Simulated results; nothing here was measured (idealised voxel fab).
Proc. module: voxel wiring stack
cross-section cut | 160 nm wide | cells 5 nm
Cross-section, as written here: a square-cell grid given band by band from the top down, where a band holds one or more rows of cells. It is stipulated that each band's entry specify, in nanometres, the height of the top of the band and then that of its bottom, followed by the materials of the band in left-to-right sequence, each together with its width in nanometres. A single material marked by the word "all across" is understood to fill the band from edge to edge; the word "blank" is understood to denote empty space. Note: height 0 marks the level under which the wafer is uniformly one material as received. Lowest band unbounded below, written "0..down". Width "30..40": first value at the band's top row of cells, second value at its bottom row, equal change from row to row. Basically "identical to before" means that step didn't change any cell in the cross-section. "Enclosed void inventory" contains a list of empty spaces, each no smaller than 8 cells and without an open way to the top, written in the form width x height at distance with the distance from the left edge and all three in nm. Post-settings text on a step line: simulator's own remark regarding the step. overlay nm: how far to the right of its planned place the mask lay on this masked step (negative: to the left).

Here's what the planned process steps look like:
1 RECEIVE | material Si
2 CONFORMAL_DEP | material SiO2 | thk nm 15
3 DIRECTIONAL_DEP | material TiN | thk nm 5
4 DIRECTIONAL_DEP | material W | thk nm 15
5 DIRECTIONAL_DEP | material aC | thk nm 10
6 PATTERN | tone cover | mask id METAL_1 | material resist | width nm 20 | pitch nm 45 | thk nm 25 | overlay nm 0
7 DIRECTIONAL_ETCH | etch materials aC | depth nm 10
8 STRIP | etch materials resist
9 DIRECTIONAL_ETCH | etch materials W | depth nm 15
10 DIRECTIONAL_ETCH | etch materials TiN | depth nm 5
11 STRIP | etch materials aC
12 CONFORMAL_DEP | material SiN | thk nm 5
13 FILL_DEP | material lowk | thk nm 10
14 CMP | height nm 35
15 CONFORMAL_DEP | material SiCN | thk nm 5
16 DIRECTIONAL_DEP | material lowk | thk nm 20
17 PATTERN | tone open | mask id PLUG_1 | material resist | width nm 15 | thk nm 15 | overlay nm 0
18 DIRECTIONAL_ETCH | etch materials lowk | depth nm 20
19 DIRECTIONAL_ETCH | etch materials SiCN | depth nm 5
20 STRIP | etch materials resist
21 CONFORMAL_DEP | material TiN | thk nm 5
22 FILL_DEP | material W | thk nm 5
23 CMP | height nm 60
24 CONFORMAL_DEP | material SiN | thk nm 5
25 DIRECTIONAL_DEP | material lowk | thk nm 20
26 PATTERN | tone open | mask id METAL_2 | material resist | width nm 20 | pitch nm 45 | thk nm 15 | overlay nm 0
27 DIRECTIONAL_ETCH | etch materials lowk | depth nm 20
28 DIRECTIONAL_ETCH | etch materials SiN | depth nm 5
29 STRIP | etch materials resist
30 CONFORMAL_DEP | material TiN | thk nm 5
31 FILL_DEP | material Ru | thk nm 5
32 CMP | height nm 85
33 CONFORMAL_DEP | material SiCN | thk nm 5
34 DIRECTIONAL_DEP | material lowk | thk nm 10
35 MASKED_ETCH | tone open | mask id PLUG_2 | width nm 15 | pitch nm 45 | etch materials lowk | depth nm 10 | overlay nm 0
36 MASKED_ETCH | tone open | mask id PLUG_2 | width nm 15 | pitch nm 45 | etch materials SiCN | depth nm 5 | overlay nm 0
37 EPI | material Ru | thk nm 10
38 EPI | material Ru | thk nm 5
39 CONFORMAL_DEP | material SiCN | thk nm 5
40 DIRECTIONAL_DEP | material SiO2 | thk nm 20
41 PATTERN | tone open | mask id METAL_3 | material resist | width nm 20 | pitch nm 45 | thk nm 20 | overlay nm 0
42 DIRECTIONAL_ETCH | etch materials SiO2 | depth nm 20
43 DIRECTIONAL_ETCH | etch materials SiCN | depth nm 5
44 STRIP | etch materials resist
45 CONFORMAL_DEP | material TiN | thk nm 5
46 FILL_DEP | material Cu | thk nm 5
47 CMP | height nm 125
48 EPI | material Ru | thk nm 5
49 FILL_DEP | material SiCN | thk nm 5

Wafer cross-section on receipt, i.e. after step 1:
0..down: Si all across
Enclosed void inventory: none

Cross-section, end of module. Start: as above. Plan: as above. Execution: one mistake:
135..130: SiCN all across
130..125: Ru all across
125..120: TiN (50) / Cu (10) / TiN (35) / Cu (10) / TiN (55)
120..105: SiO2 (45) / TiN (5) / Cu (10) / TiN (5) / SiO2 (25) / TiN (5) / Cu (10) / TiN (5) / SiO2 (50)
105..100: SiO2 (45) / TiN (20) / SiO2 (25) / TiN (20) / SiO2 (50)
100..90: lowk (45) / Ru (15) / lowk (30) / Ru (15) / lowk (55)
90..85: SiCN (45) / Ru (15) / SiCN (30) / Ru (15) / SiCN (55)
85..65: lowk (45) / TiN (5) / Ru (10) / TiN (5) / lowk (25) / TiN (5) / Ru (10) / TiN (5) / lowk (50)
65..60: SiN (45) / TiN (20) / SiN (25) / TiN (20) / SiN (50)
60..40: lowk (45) / TiN (5) / W (5) / TiN (5) / lowk (100)
40..35: SiCN (45) / TiN (15) / SiCN (100)
35..20: lowk (40) / SiN (5) / W (20) / SiN (5) / lowk (15) / SiN (5) / W (20) / SiN (5) / lowk (45)
20..15: SiN (45) / TiN (20) / SiN (25) / TiN (20) / SiN (50)
15..0: SiO2 all across
0..down: Si all across
Enclosed void inventory: none
What was the processing mistake? step 39 of the plan: omitted, not performed
